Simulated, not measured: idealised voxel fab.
You're looking at the process module voxel transistor to metal.
Section cut is 165 nm wide and gridded with 5 nm square cells.
Reading order for cross-sections: top band down to bottom band. Underlying form: a grid of square cells. Band size: one or more rows of cells.
A band entry consists of two parts. The first gives the height of the band's top and the height of its bottom, in nm. The rest lists the band's materials from left to right, each with its width in nm. A single material labelled with the word "full width" fills the band from edge to edge, and the word "blank" marks empty space.
Ref level 0: as-received wafer is one material below here. Bottom band extends down with no lower bound ("0 and below").
Per-row width for "30->40": begins at first number (top row of band), ends at second number (bottom row), increment between rows held constant.
You'll sometimes find "nothing got changed" written for a step, and that's the way of saying that nowhere in the cross-section did a cell change during that step.
Each empty space that has no open way to the top and spans at least 8 cells appears under "Tabulated closed voids" as width x height at distance, the distance counted from the left edge, all in nm.
Formally, on a step line, whatever follows the settings is a remark that the simulator itself makes on the step.
Among the settings permitted on a step's line is "overlay nm"; applied to a step with a mask, it specifies the extent to which the mask lay to the right of its planned position, whereas a negative figure signifies a position to the left.
PROCESS STEPS (PLANNED)
1: RECEIVE,material Si
2: OXIDIZE,depth nm 5
3: CONFORMAL_DEP,material SiN,thk nm 15
4: DIRECTIONAL_DEP,material aC,thk nm 10
5: PATTERN,tone cover,mask id ACTIVE,material resist,width nm 115,thk nm 25,overlay nm 0
6: DIRECTIONAL_ETCH,etch materials aC,depth nm 10
7: STRIP,etch materials resist
8: DIRECTIONAL_ETCH,etch materials SiN,depth nm 15
9: DIRECTIONAL_ETCH,etch materials SiO2,depth nm 5
10: DIRECTIONAL_ETCH,etch materials Si,depth nm 25
11: STRIP,etch materials aC
12: OXIDIZE,depth nm 5
13: FILL_DEP,material SiO2,thk nm 15
14: CMP,height nm 15
15: SELECTIVE_ETCH,etch materials SiO2,depth nm 5
16: STRIP,etch materials SiN
17: SELECTIVE_ETCH,etch materials SiO2,depth nm 5
18: OXIDIZE,depth nm 5
19: DIRECTIONAL_DEP,material polySi,thk nm 25
20: DIRECTIONAL_DEP,material SiCN,thk nm 15
21: PATTERN,tone cover,mask id GATE,material resist,width nm 35,thk nm 20,overlay nm 0
22: DIRECTIONAL_ETCH,etch materials SiCN,depth nm 25
23: DIRECTIONAL_ETCH,etch materials polySi,depth nm 35
24: STRIP,etch materials resist
25: CONFORMAL_DEP,material SiN,thk nm 5
26: DIRECTIONAL_ETCH,etch materials SiN,depth nm 5
27: DIRECTIONAL_ETCH,etch materials SiO2,depth nm 5
28: DIRECTIONAL_ETCH,etch materials Si,depth nm 15
29: EPI,material pSi,thk nm 15
30: FILL_DEP,material SiO2,thk nm 10
31: CMP,height nm 20
32: STRIP,etch materials polySi
33: SELECTIVE_ETCH,etch materials SiO2,depth nm 5
34: CONFORMAL_DEP,material HfO2,thk nm 5
35: CONFORMAL_DEP,material TiN,thk nm 5
36: FILL_DEP,material W,thk nm 5
37: CMP,height nm 15
38: DIRECTIONAL_DEP,material SiO2,thk nm 15
39: DIRECTIONAL_DEP,material aC,thk nm 15
40: PATTERN,tone open,mask id CONTACT,material resist,width nm 15,pitch nm 80,thk nm 35,overlay nm 0
41: DIRECTIONAL_ETCH,etch materials aC,depth nm 15
42: STRIP,etch materials resist
43: DIRECTIONAL_ETCH,etch materials SiO2,depth nm 40
44: STRIP,etch materials aC
45: CONFORMAL_DEP,material TiN,thk nm 5
46: FILL_DEP,material W,thk nm 10
47: CMP,height nm 30
48: CONFORMAL_DEP,material SiCN,thk nm 5
49: DIRECTIONAL_DEP,material lowk,thk nm 20
50: PATTERN,tone open,mask id METAL_1,material resist,width nm 15,pitch nm 80,thk nm 15,overlay nm 0
51: DIRECTIONAL_ETCH,etch materials lowk,depth nm 20
52: DIRECTIONAL_ETCH,etch materials SiCN,depth nm 5
53: STRIP,etch materials resist
54: CONFORMAL_DEP,material TiN,thk nm 5
55: FILL_DEP,material Cu,thk nm 5
56: CMP,height nm 55
57: CONFORMAL_DEP,material SiCN,thk nm 5
58: DIRECTIONAL_DEP,material SiO2,thk nm 35
59: PATTERN,tone open,mask id METAL_2,material resist,width nm 15,pitch nm 80,thk nm 20,overlay nm 0
60: DIRECTIONAL_ETCH,etch materials SiO2,depth nm 20
61: STRIP,etch materials resist
62: MASKED_ETCH,tone open,mask id METAL_2_HOLES,width nm 15,pitch nm 80,etch materials SiO2,depth nm 15,overlay nm 0
63: MASKED_ETCH,tone open,mask id METAL_2_HOLES,width nm 15,pitch nm 80,etch materials SiCN,depth nm 5,overlay nm 0
64: CONFORMAL_DEP,material TiN,thk nm 5
65: FILL_DEP,material Ru,thk nm 10
66: CMP,height nm 95
67: CONFORMAL_DEP,material SiCN,thk nm 5
CROSS-SECTION OF THE WAFER AT RECEIPT, WHICH IS THE CONDITION AFTER STEP 1
> 0 and below: Si full width
> Tabulated closed voids: none
CROSS-SECTIONAL RESULT AFTER MODULE COMPLETION. NOTE: STARTING CONDITION AND PLAN ARE UNCHANGED FROM ABOVE; ONE PROCESSING MISTAKE WAS MADE
> 100 down to 95: SiCN full width
> 95 down to 60: 35 SiO2, then 5 TiN, then 5 Ru, then 5 TiN, then 65 SiO2, then 5 TiN, then 5 Ru, then 5 TiN, then 35 SiO2
> 60 down to 55: 35 SiCN, then 15 TiN, then 65 SiCN, then 15 TiN, then 35 SiCN
> 55 down to 35: 35 lowk, then 5 TiN, then 5 Cu, then 5 TiN, then 65 lowk, then 5 TiN, then 5 Cu, then 5 TiN, then 35 lowk
> 35 down to 30: 35 SiCN, then 15 TiN, then 65 SiCN, then 15 TiN, then 35 SiCN
> 30 down to 15: 35 SiO2, then 5 TiN, then 5 W, then 5 TiN, then 65 SiO2, then 5 TiN, then 5 W, then 5 TiN, then 35 SiO2
> 15 down to 10: 35 SiO2, then 5 TiN, then 5 W, then 5 TiN, then 10 SiO2, then 5 SiN, then 15 HfO2, then 5 TiN, then 15 HfO2, then 5 SiN, then 10 SiO2, then 5 TiN, then 5 W, then 5 TiN, then 35 SiO2
> 10 down to 5: 35 SiO2, then 15 TiN, then 10 SiO2, then 5 SiN, then 15 HfO2, then 5 TiN, then 15 HfO2, then 5 SiN, then 10 SiO2, then 15 TiN, then 35 SiO2
> 5 down to -5: 20 SiO2, then 5 SiN, then 10 SiO2, then 10 TiN, then 15 pSi, then 5 SiN, then 35 HfO2, then 5 SiN, then 15 pSi, then 10 TiN, then 10 SiO2, then 5 SiN, then 20 SiO2
> -5 down to -10: 35 SiO2, then 10 TiN, then 15 pSi, then 45 HfO2, then 15 pSi, then 10 TiN, then 35 SiO2
> -10 down to -25: 30 SiO2, then 30 pSi, then 45 Si, then 30 pSi, then 30 SiO2
> -25 down to -35: 30 SiO2, then 105 Si, then 30 SiO2
> -35 and below: Si full width
> Tabulated closed voids: none
Where did the run depart from the plan? step 34 ran as: CONFORMAL_DEP,material HfO2,thk nm 15
